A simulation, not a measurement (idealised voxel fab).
Process module in this document: voxel self aligned vias
Cross-section cut: width 185 nm, square cells of 5 nm.
Square cells in a grid make up a cross-section in this document, and the grid is given as bands, listed from the top down, each one or more rows of cells. For a band, the entry starts with two heights in nm, that of the top and then that of the bottom, and carries on with the band's materials in order from left to right, each alongside its width in nm; the word "full width" beside a single material means it fills the band edge to edge, and "air" means empty space. Convention: height 0 is the level below which the wafer, as received, is all one material. The lowest band does not terminate at the bottom but continues downward, represented as "z 0 and below". Read "30 to 40" as a graded width: first number on top, second number at the bottom, same change between each pair of neighbouring rows. Key: "remained the same" - step with no changed cell in the cross-section. You'll see "Voids, fully enclosed" listing empty spaces that have no way open to the top, as long as they're 8 cells or more; the notation is width x height at distance, where the distance is from the left edge, and all of it is in nm. after a step's settings: what the simulator itself notes on the step. The optional step-line setting "overlay nm" applies to steps with a mask and quantifies how far to the right of its planned location the mask lay, a negative value indicating leftward placement.

The process steps that were planned are listed below
1: RECEIVE,material Si
2: CONFORMAL_DEP,material SiO2,thk nm 10
3: CONFORMAL_DEP,material SiCN,thk nm 5
4: DIRECTIONAL_DEP,material SiO2,thk nm 25
5: MASKED_ETCH,tone open,mask id LINES,width nm 20,pitch nm 70,etch materials SiO2,depth nm 25,overlay nm 0
6: CONFORMAL_DEP,material TiN,thk nm 5
7: FILL_DEP,material Ru,thk nm 10
8: CMP,height nm 40
9: SELECTIVE_ETCH,etch materials W Ru TiN,depth nm 10
10: FILL_DEP,material SiN,thk nm 10
11: CMP,height nm 40
12: DIRECTIONAL_DEP,material SiO2,thk nm 5
13: DIRECTIONAL_DEP,material aC,thk nm 10
14: PATTERN,tone open,mask id VIAS,material resist,width nm 40,pitch nm 70,thk nm 25,overlay nm 0
15: DIRECTIONAL_ETCH,etch materials aC,depth nm 10
16: STRIP,etch materials resist
17: DIRECTIONAL_ETCH,etch materials SiO2,depth nm 15
18: DIRECTIONAL_ETCH,etch materials SiN,depth nm 10
19: STRIP,etch materials aC
20: CONFORMAL_DEP,material TiN,thk nm 5
21: FILL_DEP,material Ru,thk nm 5
22: CMP,height nm 55
23: CONFORMAL_DEP,material SiN,thk nm 5
All wafers enter the flow in the same state. The thk nm at step 12 differs from wafer to wafer, and the plan gives the value for the first wafer.

This is how the first of several wafers looked in cross-section when it arrived, which is after step 1
	z 0 and below: Si full width
	Voids, fully enclosed: none

First of several wafers: cross-section at the end of the module, after step 23, its last step
	z 60 to 55: SiN full width
	z 55 to 50: Ru full width
	z 50 to 45: TiN (40); Ru (30); TiN (40); Ru (30); TiN (45)
	z 45 to 35: SiO2 (35); TiN (5); Ru (30); TiN (5); SiO2 (30); TiN (5); Ru (30); TiN (5); SiO2 (40)
	z 35 to 30: SiO2 (35); TiN (40); SiO2 (30); TiN (40); SiO2 (40)
	z 30 to 20: SiO2 (45); TiN (5); Ru (10); TiN (5); SiO2 (50); TiN (5); Ru (10); TiN (5); SiO2 (50)
	z 20 to 15: SiO2 (45); TiN (20); SiO2 (50); TiN (20); SiO2 (50)
	z 15 to 10: SiCN full width
	z 10 to 0: SiO2 full width
	z 0 and below: Si full width
	Voids, fully enclosed: none

Last wafer of the set, cross-sectioned at end of module
	z 60 to 55: SiN full width
	z 55 to 40: SiO2 full width
	z 40 to 30: SiO2 (45); SiN (20); SiO2 (50); SiN (20); SiO2 (50)
	z 30 to 20: SiO2 (45); TiN (5); Ru (10); TiN (5); SiO2 (50); TiN (5); Ru (10); TiN (5); SiO2 (50)
	z 20 to 15: SiO2 (45); TiN (20); SiO2 (50); TiN (20); SiO2 (50)
	z 15 to 10: SiCN full width
	z 10 to 0: SiO2 full width
	z 0 and below: Si full width
	Voids, fully enclosed: none

Wafer rows, end of module: cells per material gained (+) or lost (-) since receipt; closed voids last
thk nm 5 | +81 Ru | +37 SiCN | +37 SiN | +224 SiO2 | +65 TiN | Voids, fully enclosed: none
thk nm 10 | +48 Ru | +37 SiCN | +37 SiN | +253 SiO2 | +69 TiN | Voids, fully enclosed: none
thk nm 15 | +40 Ru | +37 SiCN | +37 SiN | +282 SiO2 | +48 TiN | Voids, fully enclosed: none
thk nm 20 | +20 Ru | +37 SiCN | +53 SiN | +298 SiO2 | +36 TiN | Voids, fully enclosed: none
thk nm 25 | +8 Ru | +37 SiCN | +53 SiN | +314 SiO2 | +32 TiN | Voids, fully enclosed: none
thk nm 30 | +8 Ru | +37 SiCN | +53 SiN | +330 SiO2 | +16 TiN | Voids, fully enclosed: none
